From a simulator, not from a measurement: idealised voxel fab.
Herein follows the process module entitled voxel released beams.
Square cells of 5 nm make up the cross-section cut, whose width is 290 nm.
Think of the cross-section as a grid of square cells. We describe it in bands, top to bottom, and each band covers one or more rows of those cells. Each band's line starts with the height of the band's top and of its bottom, in nm. Then come its materials from left to right, each with its width in nm. One material with "throughout" fills the band from edge to edge. "air" is empty space. The level at which height equals 0 is the one under which the wafer, as it arrives, is entirely one material. No lower edge exists for the bottom band, which continues downward and is notated as in "0..down". Width "30..40": first value at the band's top row of cells, second value at its bottom row, equal change from row to row. Basically "changes: none" means that step didn't change any cell in the cross-section. "closed voids" - sealed voids, min. 8 cells, no opening to top; format: width x height at distance (distance from left edge; nm throughout). Formally, on a step line, whatever follows the settings is a remark that the simulator itself makes on the step. If you see "overlay nm" on a step's line and that step has a mask, it's telling you how far right of where it was planned the mask ended up; a negative number means it went left instead.

## Below is the list of planned process steps
1. RECEIVE | material Si
2. CONFORMAL_DEP | material SiN | thk nm 5
3. DIRECTIONAL_DEP | material SiO2 | thk nm 15
4. DIRECTIONAL_DEP | material aC | thk nm 10
5. PATTERN | tone open | mask id ANCHOR | material resist | width nm 35 | thk nm 25 | overlay nm 0
6. DIRECTIONAL_ETCH | etch materials aC | depth nm 10
7. STRIP | etch materials resist
8. DIRECTIONAL_ETCH | etch materials SiO2 | depth nm 15
9. STRIP | etch materials aC
10. CONFORMAL_DEP | material TiN | thk nm 15
11. PATTERN | tone cover | mask id BEAM | material resist | width nm 95 | thk nm 20 | overlay nm 0
12. DIRECTIONAL_ETCH | etch materials TiN | depth nm 15
13. STRIP | etch materials resist
14. STRIP | etch materials SiO2

## Cross-section of the wafer at receipt, which is the condition after step 1
  0..down = Si throughout
  closed voids: none

## Below is the wafer in cross-section after the module was completed. It began from the starting point shown above and followed the plan shown above, except that one mistake was made while running it
  50..35 = 95 of air  95 of TiN  100 of air
  35..20 = TiN throughout
  20..5 = 100 of SiO2  35 of TiN  155 of SiO2
  5..0 = SiN throughout
  0..down = Si throughout
  closed voids: none
Deviation noted in wafer processing: step 10 of the plan was twice carried out
